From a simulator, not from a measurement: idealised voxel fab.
This section sets out a process module, namely voxel lift off.
Shown is cross-section cut, with a width of 285 nm and square cells of size 5 nm.
Cross-section = grid of square cells, listed top down in bands; band = one or more rows.
Per band: top height and bottom height in nm, followed by the left-to-right materials and their widths in nm; "everywhere" marks a single material spanning edge to edge, "empty" marks empty space.
It should be noted that heights are counted from 0, beneath which the wafer as supplied is of one material throughout, and that the lowest band possesses no lower boundary but continues downward, as written in "from 0 down".
Quick explanation for "30->40": the width changes in equal steps down the rows of cells, from the first number in the band's top row to the second number in its bottom row.
"no change occurred" -> step changed no cross-section cell.
What "Closed void catalog" gives you is every empty space of 8 cells or more that is cut off from the top. Each appears as width x height at distance, with the distance taken from the left edge and width, height and distance all in nm.
Note: text after step settings on the step line = simulator remark on that step.
A step line may carry the setting "overlay nm", which, for steps involving a mask, states the distance by which the mask lay to the right of its intended position; negative values denote displacement to the left.
### Process steps (planned)
1: RECEIVE,material Si
2: CONFORMAL_DEP,material SiO2,thk nm 15
3: PATTERN,tone open,mask id LINES,material resist,width nm 15,pitch nm 40,thk nm 15,overlay nm 0
4: DIRECTIONAL_DEP,material Ru,thk nm 5
5: STRIP,etch materials resist
6: CONFORMAL_DEP,material SiCN,thk nm 10
### Cross-section of the incoming wafer, state after step 1
    from 0 down | Si everywhere
    Closed void catalog: none
### Cross-sectional result after module completion. Note: starting condition and plan are unchanged from above; one processing mistake was made
    from 45 to 40 | empty 65; SiCN 35; empty 5; SiCN 35; empty 5; SiCN 35; empty 5; SiCN 35; empty 65
    from 40 to 35 | SiCN everywhere
    from 35 to 30 | SiCN 75; Ru 15; SiCN 25; Ru 15; SiCN 25; Ru 15; SiCN 25; Ru 15; SiCN 75
    from 30 to 0 | SiO2 everywhere
    from 0 down | Si everywhere
    Closed void catalog: none
Deviation noted in wafer processing: yeah, plan step 2 got run twice
